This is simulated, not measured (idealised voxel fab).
Process module under the name voxel wiring stack
FYI the section here is cut, 280 nm wide, cells are 5 nm squares.
A cross-section is written here as square cells arranged in a grid, and it is given in bands from the top down, each band taking up one or more rows of cells. Heads up on the band format: heights come first, top then bottom, in nm. After that it's the materials left to right, each with its width in nm. A single material flagged "edge to edge" fills the whole band edge to edge, and "blank" means there's empty space there. Height reference: 0 = level under which incoming wafer is all one material. Lowest band: no bottom, runs on downward, e.g. "0 nm and below". The expression "30->40" gives the width at the extremes of the band, the first number at its top row of cells and the second at its bottom row, with the width changing by equal amounts from each row to the next in between. Take "no modifications" at face value: in the step it is given for, the cross-section changed in none of its cells. Entry "Enclosed internal voids". Content: empty spaces with no open connection to the top, size 8 cells or greater. Each: width x height at distance. Distance: from left edge. Unit: nm. Text after the settings on a step's line: the simulator's own remark on that step. "overlay nm" answers the question of how far to the right of plan the mask lay on a step that has a mask, and when it is negative the answer is to the left.
## Below is the list of planned process steps
1 RECEIVE: material Si
2 CONFORMAL_DEP: material SiO2, thk nm 10
3 DIRECTIONAL_DEP: material TiN, thk nm 5
4 DIRECTIONAL_DEP: material W, thk nm 15
5 MASKED_ETCH: tone cover, mask id METAL_1, width nm 25, pitch nm 40, etch materials W, depth nm 15, overlay nm 0
6 MASKED_ETCH: tone cover, mask id METAL_1, width nm 25, pitch nm 40, etch materials TiN, depth nm 5, overlay nm 0
7 CONFORMAL_DEP: material SiCN, thk nm 5
8 FILL_DEP: material SiO2, thk nm 5
9 CMP: height nm 30
10 CONFORMAL_DEP: material SiCN, thk nm 5
11 DIRECTIONAL_DEP: material SiO2, thk nm 20
12 DIRECTIONAL_DEP: material aC, thk nm 15
13 PATTERN: tone open, mask id PLUG_1, material resist, width nm 15, pitch nm 40, thk nm 35, overlay nm 0
14 DIRECTIONAL_ETCH: etch materials aC, depth nm 15
15 STRIP: etch materials resist
16 DIRECTIONAL_ETCH: etch materials SiO2, depth nm 20
17 DIRECTIONAL_ETCH: etch materials SiCN, depth nm 5
18 STRIP: etch materials aC
19 CONFORMAL_DEP: material TiN, thk nm 5
20 FILL_DEP: material Cu, thk nm 5
21 CMP: height nm 55
22 DIRECTIONAL_DEP: material TiN, thk nm 5
23 DIRECTIONAL_DEP: material W, thk nm 15
24 DIRECTIONAL_DEP: material aC, thk nm 15
25 PATTERN: tone cover, mask id METAL_2, material resist, width nm 25, pitch nm 40, thk nm 35, overlay nm 0
26 DIRECTIONAL_ETCH: etch materials aC, depth nm 15
27 STRIP: etch materials resist
28 DIRECTIONAL_ETCH: etch materials W, depth nm 15
29 DIRECTIONAL_ETCH: etch materials TiN, depth nm 5
30 STRIP: etch materials aC
31 CONFORMAL_DEP: material SiN, thk nm 5
32 FILL_DEP: material SiO2, thk nm 5
33 CMP: height nm 75
34 CONFORMAL_DEP: material SiCN, thk nm 5
35 DIRECTIONAL_DEP: material lowk, thk nm 30
36 MASKED_ETCH: tone open, mask id METAL_3, width nm 25, pitch nm 40, etch materials lowk, depth nm 20, overlay nm 0
37 DIRECTIONAL_DEP: material aC, thk nm 15
38 PATTERN: tone open, mask id METAL_3_HOLES, material resist, width nm 15, pitch nm 40, thk nm 35, overlay nm 0
39 DIRECTIONAL_ETCH: etch materials aC, depth nm 15
40 STRIP: etch materials resist
41 DIRECTIONAL_ETCH: etch materials lowk, depth nm 10
42 DIRECTIONAL_ETCH: etch materials SiCN, depth nm 5
43 STRIP: etch materials aC
44 CONFORMAL_DEP: material TiN, thk nm 5
45 FILL_DEP: material Cu, thk nm 10
46 CMP: height nm 110
47 CONFORMAL_DEP: material SiCN, thk nm 5
48 DIRECTIONAL_DEP: material SiO2, thk nm 15
49 DIRECTIONAL_DEP: material aC, thk nm 15
50 PATTERN: tone open, mask id PLUG_3, material resist, width nm 15, thk nm 30, overlay nm 0
51 DIRECTIONAL_ETCH: etch materials aC, depth nm 15
52 STRIP: etch materials resist
53 DIRECTIONAL_ETCH: etch materials SiO2, depth nm 15
54 DIRECTIONAL_ETCH: etch materials SiCN, depth nm 5
55 STRIP: etch materials aC
56 CONFORMAL_DEP: material TiN, thk nm 5
57 FILL_DEP: material Ru, thk nm 5
58 CMP: height nm 130
59 DIRECTIONAL_DEP: material TiN, thk nm 5
60 DIRECTIONAL_DEP: material Ru, thk nm 25
61 DIRECTIONAL_DEP: material aC, thk nm 10
62 PATTERN: tone cover, mask id METAL_4, material resist, width nm 25, pitch nm 40, thk nm 25, overlay nm 0
63 DIRECTIONAL_ETCH: etch materials aC, depth nm 10
64 STRIP: etch materials resist
65 DIRECTIONAL_ETCH: etch materials Ru, depth nm 25
66 DIRECTIONAL_ETCH: etch materials TiN, depth nm 5
67 STRIP: etch materials aC
68 CONFORMAL_DEP: material SiN, thk nm 5
69 FILL_DEP: material lowk, thk nm 10
70 CMP: height nm 160
71 CONFORMAL_DEP: material SiCN, thk nm 5
## Cross-section of the wafer at receipt, which is the condition after step 1
	0 nm and below | Si edge to edge
	Enclosed internal voids: none
## Cross-section, first of two wafers, end of module, run as planned
	165 nm to 160 nm | SiCN edge to edge
	160 nm to 135 nm | lowk: 100  SiN: 5  Ru: 25  SiN: 5  lowk: 5  SiN: 5  Ru: 25  SiN: 5  lowk: 105
	135 nm to 130 nm | SiN: 105  TiN: 25  SiN: 15  TiN: 25  SiN: 110
	130 nm to 115 nm | SiO2: 105  TiN: 5  Ru: 5  TiN: 5  SiO2: 160
	115 nm to 110 nm | SiCN: 105  TiN: 15  SiCN: 160
	110 nm to 95 nm | lowk: 105  TiN: 5  Cu: 15  TiN: 5  lowk: 15  TiN: 5  Cu: 15  TiN: 5  lowk: 110
	95 nm to 90 nm | lowk: 105  TiN: 5  Cu: 5  TiN: 15  lowk: 15  TiN: 5  Cu: 5  TiN: 15  lowk: 110
	90 nm to 80 nm | lowk: 105  TiN: 5  Cu: 5  TiN: 5  lowk: 25  TiN: 5  Cu: 5  TiN: 5  lowk: 120
	80 nm to 75 nm | SiCN: 105  TiN: 15  SiCN: 25  TiN: 15  SiCN: 120
	75 nm to 60 nm | SiO2: 100  SiN: 5  W: 25  SiN: 5  SiO2: 5  SiN: 5  W: 25  SiN: 5  SiO2: 105
	60 nm to 55 nm | SiN: 105  TiN: 25  SiN: 15  TiN: 25  SiN: 110
	55 nm to 35 nm | SiO2: 105  TiN: 5  Cu: 5  TiN: 5  SiO2: 25  TiN: 5  Cu: 5  TiN: 5  SiO2: 120
	35 nm to 30 nm | SiCN: 105  TiN: 15  SiCN: 25  TiN: 15  SiCN: 120
	30 nm to 15 nm | SiO2: 100  SiCN: 5  W: 25  SiCN: 5  SiO2: 5  SiCN: 5  W: 25  SiCN: 5  SiO2: 105
	15 nm to 10 nm | SiCN: 105  TiN: 25  SiCN: 15  TiN: 25  SiCN: 110
	10 nm to 0 nm | SiO2 edge to edge
	0 nm and below | Si edge to edge
	Enclosed internal voids: none
## Wafer two, sectioned after the module: the first wafer's start, the first wafer's plan, and one mistake in how it was run
	165 nm to 160 nm | SiCN edge to edge
	160 nm to 135 nm | Ru: 105  SiN: 5  lowk: 15  SiN: 5  Ru: 15  SiN: 5  lowk: 15  SiN: 5  Ru: 110
	135 nm to 130 nm | TiN: 105  SiN: 25  TiN: 15  SiN: 25  TiN: 110
	130 nm to 115 nm | SiO2: 105  TiN: 5  Ru: 5  TiN: 5  SiO2: 160
	115 nm to 110 nm | SiCN: 105  TiN: 15  SiCN: 160
	110 nm to 95 nm | lowk: 105  TiN: 5  Cu: 15  TiN: 5  lowk: 15  TiN: 5  Cu: 15  TiN: 5  lowk: 110
	95 nm to 90 nm | lowk: 105  TiN: 5  Cu: 5  TiN: 15  lowk: 15  TiN: 5  Cu: 5  TiN: 15  lowk: 110
	90 nm to 80 nm | lowk: 105  TiN: 5  Cu: 5  TiN: 5  lowk: 25  TiN: 5  Cu: 5  TiN: 5  lowk: 120
	80 nm to 75 nm | SiCN: 105  TiN: 15  SiCN: 25  TiN: 15  SiCN: 120
	75 nm to 60 nm | SiO2: 100  SiN: 5  W: 25  SiN: 5  SiO2: 5  SiN: 5  W: 25  SiN: 5  SiO2: 105
	60 nm to 55 nm | SiN: 105  TiN: 25  SiN: 15  TiN: 25  SiN: 110
	55 nm to 35 nm | SiO2: 105  TiN: 5  Cu: 5  TiN: 5  SiO2: 25  TiN: 5  Cu: 5  TiN: 5  SiO2: 120
	35 nm to 30 nm | SiCN: 105  TiN: 15  SiCN: 25  TiN: 15  SiCN: 120
	30 nm to 15 nm | SiO2: 100  SiCN: 5  W: 25  SiCN: 5  SiO2: 5  SiCN: 5  W: 25  SiCN: 5  SiO2: 105
	15 nm to 10 nm | SiCN: 105  TiN: 25  SiCN: 15  TiN: 25  SiCN: 110
	10 nm to 0 nm | SiO2 edge to edge
	0 nm and below | Si edge to edge
	Enclosed internal voids: none
Short version of what went wrong: for step 62, the planned setting was not used; the step was instead run as PATTERN: tone open, mask id METAL_4, material resist, width nm 25, pitch nm 40, thk nm 25, overlay nm 0
Final tally in cells, some materials are higher or lower on the second wafer than on the first: 180 more of Ru, 36 fewer of SiN, 36 more of TiN, 180 fewer of lowk
